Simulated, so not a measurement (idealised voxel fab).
Herein follows the process module entitled voxel self aligned contacts.
220 nm wide, 5 nm square cells: that's cross-section cut.
A cross-section in this document is a grid of square cells, and it is written down as bands, the top band listed before the ones below it; a band is made up of one or more rows of cells.
Per band: top height and bottom height in nm, followed by the left-to-right materials and their widths in nm; "all across" marks a single material spanning edge to edge, "air" marks empty space.
Zero point of the height axis is 0; under it, received wafer = one material. Lowest band: continues down indefinitely, "from 0 down".
The notation "30 to 40" denotes a width that varies across the rows of cells in the band, beginning at the first number in the top row, finishing at the second number in the bottom row, and changing by an identical amount from each row to the next.
Step note "nothing was modified" = no cross-section cell changed.
If an empty space has no open way to the top and is at least 8 cells in size, "Voids lacking openings" lists it, written width x height at distance, where distance is measured from the left edge and every value is in nm.
Where a step's line continues beyond its settings, the continuation is a remark by the simulator itself on that step.
"overlay nm" denotes, for a step that has a mask, the displacement of the mask to the right of its planned place, with negative values corresponding to the left.
Quick note on how to read the rest: it's all pairs. You get the cross-section before a process step and the one after, but the after one only goes down as far as the lowest band that changed. The step in between, with its settings, sits under the pair. Heads up, the pairs can come from different runs of this module on the same starting wafer, so don't assume a pair picks up from the one above unless its "Snapshot before" entry says it does.

Snapshot before:
* from 65 to 50  resist 85 nm, then air 45 nm, then resist 90 nm
* from 50 to 45  SiO2 all across
* from 45 to 30  SiO2 45 nm, then SiN 55 nm, then SiO2 15 nm, then SiN 55 nm, then SiO2 50 nm
* from 30 to 5  SiO2 45 nm, then SiN 5 nm, then polySi 45 nm, then SiN 5 nm, then SiO2 15 nm, then SiN 5 nm, then polySi 45 nm, then SiN 5 nm, then SiO2 50 nm
* from 5 to 0  SiO2 all across
* from 0 down  Si all across
* Voids lacking openings: none

Cross-Section After Step:
* from 65 to 50  resist 85 nm, then air 45 nm, then resist 90 nm
* from 50 to 45  SiO2 85 nm, then air 45 nm, then SiO2 90 nm
* from 45 to 30  SiO2 45 nm, then SiN 55 nm, then air 15 nm, then SiN 55 nm, then SiO2 50 nm
* from 30 to 5  SiO2 45 nm, then SiN 5 nm, then polySi 45 nm, then SiN 5 nm, then air 15 nm, then SiN 5 nm, then polySi 45 nm, then SiN 5 nm, then SiO2 50 nm
* from 5 to 0  SiO2 100 nm, then air 15 nm, then SiO2 105 nm
* Under the height 0 nothing was changed.
* Voids lacking openings: none
Connecting step for the cross-sections above: DIRECTIONAL_ETCH [etch materials SiO2] [depth nm 50]

Snapshot before: carried over from the after image of the pair right above.

Cross-Section After Step:
* from 50 to 45  SiO2 85 nm, then air 45 nm, then SiO2 90 nm
* Under the height 45 nothing was changed.
* Voids lacking openings: none
Connecting step for the cross-sections above: STRIP [etch materials resist]

Snapshot before: carried over from the after image of the pair right above.

Cross-Section After Step:
* from 55 to 50  TiN 90 nm, then air 35 nm, then TiN 95 nm
* from 50 to 45  SiO2 85 nm, then TiN 20 nm, then air 5 nm, then TiN 20 nm, then SiO2 90 nm
* from 45 to 30  SiO2 45 nm, then SiN 55 nm, then TiN 5 nm, then air 5 nm, then TiN 5 nm, then SiN 55 nm, then SiO2 50 nm
* from 30 to 5  SiO2 45 nm, then SiN 5 nm, then polySi 45 nm, then SiN 5 nm, then TiN 5 nm, then air 5 nm, then TiN 5 nm, then SiN 5 nm, then polySi 45 nm, then SiN 5 nm, then SiO2 50 nm
* from 5 to 0  SiO2 100 nm, then TiN 15 nm, then SiO2 105 nm
* Under the height 0 nothing was changed.
* Voids lacking openings: none
Connecting step for the cross-sections above: CONFORMAL_DEP [material TiN] [thk nm 5]

Snapshot before: carried over from the after image of the pair right above.

Cross-Section After Step:
* from 65 to 55  Ru all across
* from 55 to 50  TiN 90 nm, then Ru 35 nm, then TiN 95 nm
* from 50 to 45  SiO2 85 nm, then TiN 20 nm, then Ru 5 nm, then TiN 20 nm, then SiO2 90 nm
* from 45 to 30  SiO2 45 nm, then SiN 55 nm, then TiN 5 nm, then Ru 5 nm, then TiN 5 nm, then SiN 55 nm, then SiO2 50 nm
* from 30 to 5  SiO2 45 nm, then SiN 5 nm, then polySi 45 nm, then SiN 5 nm, then TiN 5 nm, then Ru 5 nm, then TiN 5 nm, then SiN 5 nm, then polySi 45 nm, then SiN 5 nm, then SiO2 50 nm
* Under the height 5 nothing was changed.
* Voids lacking openings: none
Connecting step for the cross-sections above: FILL_DEP [material Ru] [thk nm 10]

Snapshot before: carried over from the after image of the pair right above.

Cross-Section After Step:
* from 50 to 45  SiO2 85 nm, then TiN 20 nm, then Ru 5 nm, then TiN 20 nm, then SiO2 90 nm
* Under the height 45 nothing was changed.
* Voids lacking openings: none
Connecting step for the cross-sections above: CMP [height nm 50]

Snapshot before: carried over from the after image of the pair right above.

Cross-Section After Step:
* from 55 to 50  SiN all across
* Under the height 50 nothing was changed.
* Voids lacking openings: none
Connecting step for the cross-sections above: CONFORMAL_DEP [material SiN] [thk nm 5]

Snapshot before:
* from 50 to 45  SiO2 all across
* from 45 to 30  SiO2 50 nm, then SiN 45 nm, then SiO2 25 nm, then SiN 45 nm, then SiO2 55 nm
* from 30 to 5  SiO2 50 nm, then SiN 5 nm, then polySi 35 nm, then SiN 5 nm, then SiO2 25 nm, then SiN 5 nm, then polySi 35 nm, then SiN 5 nm, then SiO2 55 nm
* from 5 to 0  SiO2 all across
* from 0 down  Si all across
* Voids lacking openings: none

Cross-Section After Step:
* from 65 to 50  resist 90 nm, then air 45 nm, then resist 85 nm
* Under the height 50 nothing was changed.
* Voids lacking openings: none
Connecting step for the cross-sections above: PATTERN [tone open] [mask id CONTACT] [material resist] [width nm 45] [thk nm 15] [overlay nm 5]

Snapshot before: carried over from the after image of the pair right above.

Cross-Section After Step:
* from 65 to 50  resist 90 nm, then air 45 nm, then resist 85 nm
* from 50 to 45  SiO2 90 nm, then air 45 nm, then SiO2 85 nm
* from 45 to 30  SiO2 50 nm, then SiN 45 nm, then air 25 nm, then SiN 45 nm, then SiO2 55 nm
* from 30 to 5  SiO2 50 nm, then SiN 5 nm, then polySi 35 nm, then SiN 5 nm, then air 25 nm, then SiN 5 nm, then polySi 35 nm, then SiN 5 nm, then SiO2 55 nm
* from 5 to 0  SiO2 95 nm, then air 25 nm, then SiO2 100 nm
* Under the height 0 nothing was changed.
* Voids lacking openings: none
Connecting step for the cross-sections above: DIRECTIONAL_ETCH [etch materials SiO2] [depth nm 50]

Snapshot before: carried over from the after image of the pair right above.

Cross-Section After Step:
* from 50 to 45  SiO2 90 nm, then air 45 nm, then SiO2 85 nm
* Under the height 45 nothing was changed.
* Voids lacking openings: none
Connecting step for the cross-sections above: STRIP [etch materials resist]

Snapshot before: carried over from the after image of the pair right above.

Cross-Section After Step:
* from 55 to 50  TiN 95 nm, then air 35 nm, then TiN 90 nm
* from 50 to 45  SiO2 90 nm, then TiN 10 nm, then air 15 nm, then TiN 20 nm, then SiO2 85 nm
* from 45 to 30  SiO2 50 nm, then SiN 45 nm, then TiN 5 nm, then air 15 nm, then TiN 5 nm, then SiN 45 nm, then SiO2 55 nm
* from 30 to 5  SiO2 50 nm, then SiN 5 nm, then polySi 35 nm, then SiN 5 nm, then TiN 5 nm, then air 15 nm, then TiN 5 nm, then SiN 5 nm, then polySi 35 nm, then SiN 5 nm, then SiO2 55 nm
* from 5 to 0  SiO2 95 nm, then TiN 25 nm, then SiO2 100 nm
* Under the height 0 nothing was changed.
* Voids lacking openings: none
Connecting step for the cross-sections above: CONFORMAL_DEP [material TiN] [thk nm 5]

Snapshot before: carried over from the after image of the pair right above.

Cross-Section After Step:
* from 65 to 55  Ru all across
* from 55 to 50  TiN 95 nm, then Ru 35 nm, then TiN 90 nm
* from 50 to 45  SiO2 90 nm, then TiN 10 nm, then Ru 15 nm, then TiN 20 nm, then SiO2 85 nm
* from 45 to 30  SiO2 50 nm, then SiN 45 nm, then TiN 5 nm, then Ru 15 nm, then TiN 5 nm, then SiN 45 nm, then SiO2 55 nm
* from 30 to 5  SiO2 50 nm, then SiN 5 nm, then polySi 35 nm, then SiN 5 nm, then TiN 5 nm, then Ru 15 nm, then TiN 5 nm, then SiN 5 nm, then polySi 35 nm, then SiN 5 nm, then SiO2 55 nm
* Under the height 5 nothing was changed.
* Voids lacking openings: none
Connecting step for the cross-sections above: FILL_DEP [material Ru] [thk nm 10]

Snapshot before: carried over from the after image of the pair right above.

Cross-Section After Step:
* from 50 to 45  SiO2 90 nm, then TiN 10 nm, then Ru 15 nm, then TiN 20 nm, then SiO2 85 nm
* Under the height 45 nothing was changed.
* Voids lacking openings: none
Connecting step for the cross-sections above: CMP [height nm 50]

Snapshot before: carried over from the after image of the pair right above.

Cross-Section After Step:
* from 55 to 50  SiN all across
* Under the height 50 nothing was changed.
* Voids lacking openings: none
Connecting step for the cross-sections above: CONFORMAL_DEP [material SiN] [thk nm 5]

Snapshot before:
* from 50 to 45  SiO2 85 nm, then TiN 15 nm, then Ru 15 nm, then TiN 15 nm, then SiO2 90 nm
* from 45 to 30  SiO2 50 nm, then SiN 45 nm, then TiN 5 nm, then Ru 15 nm, then TiN 5 nm, then SiN 45 nm, then SiO2 55 nm
* from 30 to 5  SiO2 50 nm, then SiN 5 nm, then polySi 35 nm, then SiN 5 nm, then TiN 5 nm, then Ru 15 nm, then TiN 5 nm, then SiN 5 nm, then polySi 35 nm, then SiN 5 nm, then SiO2 55 nm
* from 5 to 0  SiO2 95 nm, then TiN 25 nm, then SiO2 100 nm
* from 0 down  Si all across
* Voids lacking openings: none

Cross-Section After Step:
* from 55 to 50  TiN all across
* Under the height 50 nothing was changed.
* Voids lacking openings: none
Connecting step for the cross-sections above: CONFORMAL_DEP [material TiN] [thk nm 5]

Snapshot before:
* from 50 to 45  SiO2 all across
* from 45 to 30  SiO2 50 nm, then SiN 45 nm, then SiO2 25 nm, then SiN 45 nm, then SiO2 55 nm
* from 30 to 5  SiO2 50 nm, then SiN 5 nm, then polySi 35 nm, then SiN 5 nm, then SiO2 25 nm, then SiN 5 nm, then polySi 35 nm, then SiN 5 nm, then SiO2 55 nm
* from 5 to 0  SiO2 all across
* from 0 down  Si all across
* Voids lacking openings: none

Cross-Section After Step:
* from 65 to 50  air 85 nm, then resist 45 nm, then air 90 nm
* Under the height 50 nothing was changed.
* Voids lacking openings: none
Connecting step for the cross-sections above: PATTERN [tone cover] [mask id CONTACT] [material resist] [width nm 45] [thk nm 15] [overlay nm 0]

Snapshot before: carried over from the after image of the pair right above.

Cross-Section After Step:
* from 65 to 50  air 85 nm, then resist 45 nm, then air 90 nm
* from 50 to 45  air 85 nm, then SiO2 45 nm, then air 90 nm
* from 45 to 30  air 50 nm, then SiN 45 nm, then SiO2 25 nm, then SiN 45 nm, then air 55 nm
* from 30 to 5  air 50 nm, then SiN 5 nm, then polySi 35 nm, then SiN 5 nm, then SiO2 25 nm, then SiN 5 nm, then polySi 35 nm, then SiN 5 nm, then air 55 nm
* from 5 to 0  air 50 nm, then SiO2 115 nm, then air 55 nm
* Under the height 0 nothing was changed.
* Voids lacking openings: none
Connecting step for the cross-sections above: DIRECTIONAL_ETCH [etch materials SiO2] [depth nm 50]

Snapshot before: carried over from the after image of the pair right above.

Cross-Section After Step:
* from 50 to 45  air 85 nm, then SiO2 45 nm, then air 90 nm
* Under the height 45 nothing was changed.
* Voids lacking openings: none
Connecting step for the cross-sections above: STRIP [etch materials resist]

Snapshot before: carried over from the after image of the pair right above.

Cross-Section After Step:
* from 55 to 50  air 80 nm, then TiN 55 nm, then air 85 nm
* from 50 to 45  air 45 nm, then TiN 40 nm, then SiO2 45 nm, then TiN 40 nm, then air 50 nm
* from 45 to 30  air 45 nm, then TiN 5 nm, then SiN 45 nm, then SiO2 25 nm, then SiN 45 nm, then TiN 5 nm, then air 50 nm
* from 30 to 5  air 45 nm, then TiN 5 nm, then SiN 5 nm, then polySi 35 nm, then SiN 5 nm, then SiO2 25 nm, then SiN 5 nm, then polySi 35 nm, then SiN 5 nm, then TiN 5 nm, then air 50 nm
* from 5 to 0  TiN 50 nm, then SiO2 115 nm, then TiN 55 nm
* Under the height 0 nothing was changed.
* Voids lacking openings: none
Connecting step for the cross-sections above: CONFORMAL_DEP [material TiN] [thk nm 5]

Snapshot before: carried over from the after image of the pair right above.

Cross-Section After Step:
* from 65 to 55  Ru all across
* from 55 to 50  Ru 80 nm, then TiN 55 nm, then Ru 85 nm
* from 50 to 45  Ru 45 nm, then TiN 40 nm, then SiO2 45 nm, then TiN 40 nm, then Ru 50 nm
* from 45 to 30  Ru 45 nm, then TiN 5 nm, then SiN 45 nm, then SiO2 25 nm, then SiN 45 nm, then TiN 5 nm, then Ru 50 nm
* from 30 to 5  Ru 45 nm, then TiN 5 nm, then SiN 5 nm, then polySi 35 nm, then SiN 5 nm, then SiO2 25 nm, then SiN 5 nm, then polySi 35 nm, then SiN 5 nm, then TiN 5 nm, then Ru 50 nm
* Under the height 5 nothing was changed.
* Voids lacking openings: none
Connecting step for the cross-sections above: FILL_DEP [material Ru] [thk nm 10]

Snapshot before: carried over from the after image of the pair right above.

Cross-Section After Step:
* from 50 to 45  Ru 45 nm, then TiN 40 nm, then SiO2 45 nm, then TiN 40 nm, then Ru 50 nm
* Under the height 45 nothing was changed.
* Voids lacking openings: none
Connecting step for the cross-sections above: CMP [height nm 50]

Snapshot before: carried over from the after image of the pair right above.

Cross-Section After Step:
* from 55 to 50  SiN all across
* Under the height 50 nothing was changed.
* Voids lacking openings: none
Connecting step for the cross-sections above: CONFORMAL_DEP [material SiN] [thk nm 5]
